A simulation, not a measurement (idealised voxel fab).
Title: Process Module voxel capacitor over wiring
Cross-section cut: width 170 nm, square cells of 5 nm.
This document writes a cross-section as a grid whose cells are square, and gives it as bands, listed from the top down; one or more rows of cells form a band. Band entry format. Leading values: height of top, height of bottom, nm. Remainder: materials in left-to-right order, each with its width in nm. Special words: "throughout" on a single material, which then fills the band edge to edge; "air", empty space. Heights are measured from 0, the level below which the as-received wafer is all one material; the lowest band has no bottom and continues downward, written as in "top 0, no bottom". A width such as "30..40" changes by the same amount from each row of cells to the next, from the band's top row to its bottom row. Any step labelled "no alterations made" changed none of the cells in the cross-section. Look at "Sealed void inventory" for the closed voids: empty spaces with no open path to the top, sized 8 cells or up. Each is width x height at distance, distance from the left edge, all nm. The remark found on a step's line after its settings is issued by the simulator itself and pertains to that step. overlay nm: on a step with a mask, how far right of its planned place the mask lay; negative means left.
Listed below are the process steps as planned:
1: RECEIVE [material Si]
2: CONFORMAL_DEP [material SiO2] [thk nm 10]
3: CONFORMAL_DEP [material SiCN] [thk nm 5]
4: DIRECTIONAL_DEP [material SiO2] [thk nm 25]
5: DIRECTIONAL_DEP [material aC] [thk nm 15]
6: PATTERN [tone open] [mask id METAL_1] [material resist] [width nm 30] [pitch nm 85] [thk nm 35] [overlay nm 0]
7: DIRECTIONAL_ETCH [etch materials aC] [depth nm 15]
8: STRIP [etch materials resist]
9: DIRECTIONAL_ETCH [etch materials SiO2] [depth nm 25]
10: DIRECTIONAL_ETCH [etch materials SiCN] [depth nm 5]
11: STRIP [etch materials aC]
12: CONFORMAL_DEP [material TiN] [thk nm 5]
13: FILL_DEP [material Ru] [thk nm 10]
14: CMP [height nm 40]
15: CONFORMAL_DEP [material SiCN] [thk nm 5]
16: DIRECTIONAL_DEP [material lowk] [thk nm 15]
17: PATTERN [tone open] [mask id PLUG_1] [material resist] [width nm 15] [thk nm 20] [overlay nm 0]
18: DIRECTIONAL_ETCH [etch materials lowk] [depth nm 15]
19: DIRECTIONAL_ETCH [etch materials SiCN] [depth nm 5]
20: STRIP [etch materials resist]
21: CONFORMAL_DEP [material TiN] [thk nm 5]
22: FILL_DEP [material Cu] [thk nm 5]
23: CMP [height nm 60]
24: DIRECTIONAL_DEP [material TiN] [thk nm 5]
25: DIRECTIONAL_DEP [material Al2O3] [thk nm 5]
26: DIRECTIONAL_DEP [material TiN] [thk nm 10]
27: PATTERN [tone cover] [mask id UPPER_PLATE] [material resist] [width nm 60] [thk nm 20] [overlay nm 0]
28: DIRECTIONAL_ETCH [etch materials TiN] [depth nm 10]
29: DIRECTIONAL_ETCH [etch materials Al2O3] [depth nm 5]
30: STRIP [etch materials resist]
31: DIRECTIONAL_DEP [material aC] [thk nm 10]
32: PATTERN [tone cover] [mask id LOWER_PLATE] [material resist] [width nm 70] [thk nm 25] [overlay nm 0]
33: DIRECTIONAL_ETCH [etch materials aC] [depth nm 10]
34: STRIP [etch materials resist]
35: DIRECTIONAL_ETCH [etch materials TiN] [depth nm 5]
36: STRIP [etch materials aC]
37: FILL_DEP [material SiO2] [thk nm 20]
38: CMP [height nm 95]
39: DIRECTIONAL_DEP [material aC] [thk nm 15]
40: PATTERN [tone open] [mask id PLUG_2] [material resist] [width nm 15] [thk nm 35] [overlay nm -15]
41: DIRECTIONAL_ETCH [etch materials aC] [depth nm 15]
42: STRIP [etch materials resist]
43: DIRECTIONAL_ETCH [etch materials SiO2] [depth nm 15]
44: STRIP [etch materials aC]
45: CONFORMAL_DEP [material TiN] [thk nm 5]
46: FILL_DEP [material Cu] [thk nm 5]
47: CMP [height nm 95]
48: CONFORMAL_DEP [material SiN] [thk nm 5]
The wafers are alike at the start. At step 40, their overlay nm differs. The plan lists the first wafer's value.
As-received cross-section, first of several wafers, post step 1:
- top 0, no bottom | Si throughout
- Sealed void inventory: none
Every row in this table is a wafer at the end of the module, and it gives, for each of the materials, the cells that wafer has gained (+) or lost (-) since it was received, then its closed voids:
overlay nm -15; +12 Al2O3; +5 Cu; +40 Ru; +53 SiCN; +34 SiN; +357 SiO2; +86 TiN; +93 lowk; Sealed void inventory: none
overlay nm -10; +12 Al2O3; +5 Cu; +40 Ru; +53 SiCN; +34 SiN; +357 SiO2; +86 TiN; +93 lowk; Sealed void inventory: none
overlay nm -5; +12 Al2O3; +5 Cu; +40 Ru; +53 SiCN; +34 SiN; +357 SiO2; +86 TiN; +93 lowk; Sealed void inventory: none
overlay nm 0; +12 Al2O3; +5 Cu; +40 Ru; +53 SiCN; +34 SiN; +357 SiO2; +86 TiN; +93 lowk; Sealed void inventory: none
overlay nm 5; +12 Al2O3; +5 Cu; +40 Ru; +53 SiCN; +34 SiN; +357 SiO2; +86 TiN; +93 lowk; Sealed void inventory: none
overlay nm 10; +12 Al2O3; +5 Cu; +40 Ru; +53 SiCN; +34 SiN; +357 SiO2; +86 TiN; +93 lowk; Sealed void inventory: none
overlay nm 15; +12 Al2O3; +5 Cu; +40 Ru; +53 SiCN; +34 SiN; +357 SiO2; +86 TiN; +93 lowk; Sealed void inventory: none
